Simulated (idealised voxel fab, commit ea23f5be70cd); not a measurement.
process module | voxel self aligned contacts
cross-section cut | 200 nm wide | cells 5 nm
A cross-section is a grid of square cells, given in bands from the top down. A band is one or more rows of cells.
Each band's line starts with the height of the band's top and of its bottom, in nm. Then come its materials from left to right, each with its width in nm. One material with "throughout" fills the band from edge to edge. "air" is empty space.
Height 0 is the level under which the wafer as received is all one material. The lowest band goes on downwards, as in "0 down".
A width such as "30 to 40" changes by the same amount from each row of cells to the next, from the band's top row to its bottom row.
"no change" after a step means that no cell of the cross-section changed.
closed voids: empty space of 8 cells or more with no open way to the top, each as width x height at its distance from the left edge, in nm
after a step's settings: what the simulator itself notes on the step
overlay nm, on a step with a mask: how far to the right of its planned place the mask lay; to the left if negative
plan
1 op RECEIVE | material Si
2 op OXIDIZE | depth nm 5
3 op DIRECTIONAL_DEP | material polySi | thk nm 20
4 op DIRECTIONAL_DEP | material SiN | thk nm 25
5 op PATTERN | tone cover | mask id GATE | material resist | width nm 30 | pitch nm 70 | thk nm 20 | overlay nm 0
6 op DIRECTIONAL_ETCH | etch materials SiN | depth nm 25
7 op DIRECTIONAL_ETCH | etch materials polySi | depth nm 20
8 op STRIP | etch materials resist
9 op CONFORMAL_DEP | material SiN | thk nm 10
10 op DIRECTIONAL_ETCH | etch materials SiN | depth nm 10
11 op FILL_DEP | material SiO2 | thk nm 15
12 op CMP | height nm 50
13 op MASKED_ETCH | tone open | mask id CONTACT | width nm 50 | pitch nm 70 | etch materials SiO2 | depth nm 55 | overlay nm 0
14 op CONFORMAL_DEP | material TiN | thk nm 5
15 op FILL_DEP | material W | thk nm 5
16 op CMP | height nm 50
17 op CONFORMAL_DEP | material SiCN | thk nm 5
first wafer, as planned
as received, after step 1
  0 down: Si throughout
  closed voids: none
after step 2
  0 to -5: SiO2 throughout
  below -5: unchanged
after step 3
  20 to 0: polySi throughout
  below 0: unchanged
after step 4
  45 to 20: SiN throughout
  below 20: unchanged
after step 5
  65 to 45: air 15 | resist 30 | air 40 | resist 30 | air 40 | resist 30 | air 15
  below 45: unchanged
after step 6
  65 to 45: air 15 | resist 30 | air 40 | resist 30 | air 40 | resist 30 | air 15
  45 to 20: air 15 | SiN 30 | air 40 | SiN 30 | air 40 | SiN 30 | air 15
  below 20: unchanged
after step 7
  65 to 45: air 15 | resist 30 | air 40 | resist 30 | air 40 | resist 30 | air 15
  45 to 20: air 15 | SiN 30 | air 40 | SiN 30 | air 40 | SiN 30 | air 15
  20 to 0: air 15 | polySi 30 | air 40 | polySi 30 | air 40 | polySi 30 | air 15
  below 0: unchanged
after step 8
  45 to 20: air 15 | SiN 30 | air 40 | SiN 30 | air 40 | SiN 30 | air 15
  below 20: unchanged
after step 9
  55 to 20: air 5 | SiN 50 | air 20 | SiN 50 | air 20 | SiN 50 | air 5
  20 to 10: air 5 | SiN 10 | polySi 30 | SiN 10 | air 20 | SiN 10 | polySi 30 | SiN 10 | air 20 | SiN 10 | polySi 30 | SiN 10 | air 5
  10 to 0: SiN 15 | polySi 30 | SiN 40 | polySi 30 | SiN 40 | polySi 30 | SiN 15
  below 0: unchanged
after step 10
  45 to 20: air 5 | SiN 50 | air 20 | SiN 50 | air 20 | SiN 50 | air 5
  20 to 0: air 5 | SiN 10 | polySi 30 | SiN 10 | air 20 | SiN 10 | polySi 30 | SiN 10 | air 20 | SiN 10 | polySi 30 | SiN 10 | air 5
  below 0: unchanged
after step 11
  60 to 45: SiO2 throughout
  45 to 20: SiO2 5 | SiN 50 | SiO2 20 | SiN 50 | SiO2 20 | SiN 50 | SiO2 5
  20 to 0: SiO2 5 | SiN 10 | polySi 30 | SiN 10 | SiO2 20 | SiN 10 | polySi 30 | SiN 10 | SiO2 20 | SiN 10 | polySi 30 | SiN 10 | SiO2 5
  below 0: unchanged
after step 12
  50 to 45: SiO2 throughout
  below 45: unchanged
after step 13
  50 to 45: SiO2 40 | air 50 | SiO2 20 | air 50 | SiO2 40
  45 to 20: SiO2 5 | SiN 50 | air 20 | SiN 50 | air 20 | SiN 50 | SiO2 5
  20 to 0: SiO2 5 | SiN 10 | polySi 30 | SiN 10 | air 20 | SiN 10 | polySi 30 | SiN 10 | air 20 | SiN 10 | polySi 30 | SiN 10 | SiO2 5
  0 to -5: SiO2 55 | air 20 | SiO2 50 | air 20 | SiO2 55
  below -5: unchanged
after step 14
  55 to 50: TiN 45 | air 40 | TiN 30 | air 40 | TiN 45
  50 to 45: SiO2 40 | TiN 20 | air 10 | TiN 20 | SiO2 20 | TiN 20 | air 10 | TiN 20 | SiO2 40
  45 to 20: SiO2 5 | SiN 50 | TiN 5 | air 10 | TiN 5 | SiN 50 | TiN 5 | air 10 | TiN 5 | SiN 50 | SiO2 5
  20 to 0: SiO2 5 | SiN 10 | polySi 30 | SiN 10 | TiN 5 | air 10 | TiN 5 | SiN 10 | polySi 30 | SiN 10 | TiN 5 | air 10 | TiN 5 | SiN 10 | polySi 30 | SiN 10 | SiO2 5
  0 to -5: SiO2 55 | TiN 20 | SiO2 50 | TiN 20 | SiO2 55
  below -5: unchanged
after step 15
  60 to 55: W throughout
  55 to 50: TiN 45 | W 40 | TiN 30 | W 40 | TiN 45
  50 to 45: SiO2 40 | TiN 20 | W 10 | TiN 20 | SiO2 20 | TiN 20 | W 10 | TiN 20 | SiO2 40
  45 to 20: SiO2 5 | SiN 50 | TiN 5 | W 10 | TiN 5 | SiN 50 | TiN 5 | W 10 | TiN 5 | SiN 50 | SiO2 5
  20 to 0: SiO2 5 | SiN 10 | polySi 30 | SiN 10 | TiN 5 | W 10 | TiN 5 | SiN 10 | polySi 30 | SiN 10 | TiN 5 | W 10 | TiN 5 | SiN 10 | polySi 30 | SiN 10 | SiO2 5
  below 0: unchanged
after step 16
  50 to 45: SiO2 40 | TiN 20 | W 10 | TiN 20 | SiO2 20 | TiN 20 | W 10 | TiN 20 | SiO2 40
  below 45: unchanged
after step 17
  55 to 50: SiCN throughout
  below 50: unchanged
second wafer: like start, like plan, one mistake. Through step 12 it matches the first wafer
when step 13 should have ended
  50 to 45: SiO2 35 | air 50 | SiO2 20 | air 50 | SiO2 45
  45 to 20: SiO2 5 | SiN 50 | air 20 | SiN 50 | air 20 | SiN 50 | SiO2 5
  20 to 0: SiO2 5 | SiN 10 | polySi 30 | SiN 10 | air 20 | SiN 10 | polySi 30 | SiN 10 | air 20 | SiN 10 | polySi 30 | SiN 10 | SiO2 5
  0 to -5: SiO2 55 | air 20 | SiO2 50 | air 20 | SiO2 55
  below -5: unchanged
when step 14 should have ended
  55 to 50: TiN 40 | air 40 | TiN 30 | air 40 | TiN 50
  50 to 45: SiO2 35 | TiN 25 | air 10 | TiN 15 | SiO2 20 | TiN 25 | air 10 | TiN 15 | SiO2 45
  45 to 20: SiO2 5 | SiN 50 | TiN 5 | air 10 | TiN 5 | SiN 50 | TiN 5 | air 10 | TiN 5 | SiN 50 | SiO2 5
  20 to 0: SiO2 5 | SiN 10 | polySi 30 | SiN 10 | TiN 5 | air 10 | TiN 5 | SiN 10 | polySi 30 | SiN 10 | TiN 5 | air 10 | TiN 5 | SiN 10 | polySi 30 | SiN 10 | SiO2 5
  0 to -5: SiO2 55 | TiN 20 | SiO2 50 | TiN 20 | SiO2 55
  below -5: unchanged
when step 15 should have ended
  60 to 55: W throughout
  55 to 50: TiN 40 | W 40 | TiN 30 | W 40 | TiN 50
  50 to 45: SiO2 35 | TiN 25 | W 10 | TiN 15 | SiO2 20 | TiN 25 | W 10 | TiN 15 | SiO2 45
  45 to 20: SiO2 5 | SiN 50 | TiN 5 | W 10 | TiN 5 | SiN 50 | TiN 5 | W 10 | TiN 5 | SiN 50 | SiO2 5
  20 to 0: SiO2 5 | SiN 10 | polySi 30 | SiN 10 | TiN 5 | W 10 | TiN 5 | SiN 10 | polySi 30 | SiN 10 | TiN 5 | W 10 | TiN 5 | SiN 10 | polySi 30 | SiN 10 | SiO2 5
  below 0: unchanged
when step 16 should have ended
  50 to 45: SiO2 35 | TiN 25 | W 10 | TiN 15 | SiO2 20 | TiN 25 | W 10 | TiN 15 | SiO2 45
  below 45: unchanged
when step 17 should have ended
  55 to 50: SiCN throughout
  below 50: unchanged
what went wrong: step 13 ran as: op MASKED_ETCH | tone open | mask id CONTACT | width nm 50 | pitch nm 70 | etch materials SiO2 | depth nm 55 | overlay nm -5
at the end the second wafer has, in cells: as many of each material as the first, in other places
